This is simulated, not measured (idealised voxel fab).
Process module, titled voxel self aligned contacts
This is section cut - it's 220 nm across, gridded in 5 nm square cells.
Each cross-section below is a grid of square cells, stated as bands in top-down order, with one or more rows of cells making up each band.
Top, bottom (nm), then materials left to right with widths (nm); lone material tagged "edge to edge" fills the whole band edge to edge; "empty" = empty space.
Beneath 0, the wafer as received is one material, and that level is where height counting begins. The lowest band goes on downward without a bottom; it is written like "0 -> down".
The two numbers in a width such as "30 to 40" mark its ends across the band: the first belongs to the top row of cells, the second to the bottom row, and from each row to the next the width moves by the same amount.
Take "no alteration" at face value: in the step it is given for, the cross-section changed in none of its cells.
Any empty space of 8 cells or more lacking an open way to the top shows up in "Enclosed void entries" as width x height at distance, distance from the left edge, in nm.
That trailing text on a step's line, after the settings, is the simulator's own remark on the step.
A step line may carry the setting "overlay nm", which, for steps involving a mask, states the distance by which the mask lay to the right of its intended position; negative values denote displacement to the left.

Here's what the planned process steps look like:
1) RECEIVE [material Si]
2) CONFORMAL_DEP [material SiO2] [thk nm 5]
3) DIRECTIONAL_DEP [material polySi] [thk nm 20]
4) DIRECTIONAL_DEP [material SiN] [thk nm 15]
5) DIRECTIONAL_DEP [material aC] [thk nm 15]
6) PATTERN [tone cover] [mask id GATE] [material resist] [width nm 30] [pitch nm 65] [thk nm 35] [overlay nm 0]
7) DIRECTIONAL_ETCH [etch materials aC] [depth nm 15]
8) STRIP [etch materials resist]
9) DIRECTIONAL_ETCH [etch materials SiN] [depth nm 15]
10) DIRECTIONAL_ETCH [etch materials polySi] [depth nm 20]
11) STRIP [etch materials aC]
12) CONFORMAL_DEP [material SiN] [thk nm 5]
13) DIRECTIONAL_ETCH [etch materials SiN] [depth nm 5]
14) FILL_DEP [material SiO2] [thk nm 15]
15) CMP [height nm 45]
16) MASKED_ETCH [tone open] [mask id CONTACT] [width nm 45] [etch materials SiO2] [depth nm 45] [overlay nm 0]
17) CONFORMAL_DEP [material TiN] [thk nm 5]
18) FILL_DEP [material Ru] [thk nm 10]
19) CMP [height nm 45]
20) CONFORMAL_DEP [material SiCN] [thk nm 5]

as received, after step 1:
* 0 -> down | Si edge to edge
* Enclosed void entries: none

What the wafer looks like in cross-section after this module, when it starts as shown above and follows the plan above but one mistake is made in running it:
* 50 -> 45 | SiCN edge to edge
* 45 -> 35 | 85 of SiO2, then 5 to 10 of TiN, then 35 to 25 of Ru, then 5 to 10 of TiN, then 90 of SiO2
* 35 -> 25 | 60 of SiO2, then 30 of SiN, then 5 of TiN, then 25 of Ru, then 5 of TiN, then 30 of SiN, then 65 of SiO2
* 25 -> 5 | 60 of SiO2, then 30 of polySi, then 5 of TiN, then 25 of Ru, then 5 of TiN, then 30 of polySi, then 65 of SiO2
* 5 -> 0 | 90 of SiO2, then 35 of TiN, then 95 of SiO2
* 0 -> down | Si edge to edge
* Enclosed void entries: none
Misprocessing identified: plan step 12 skipped
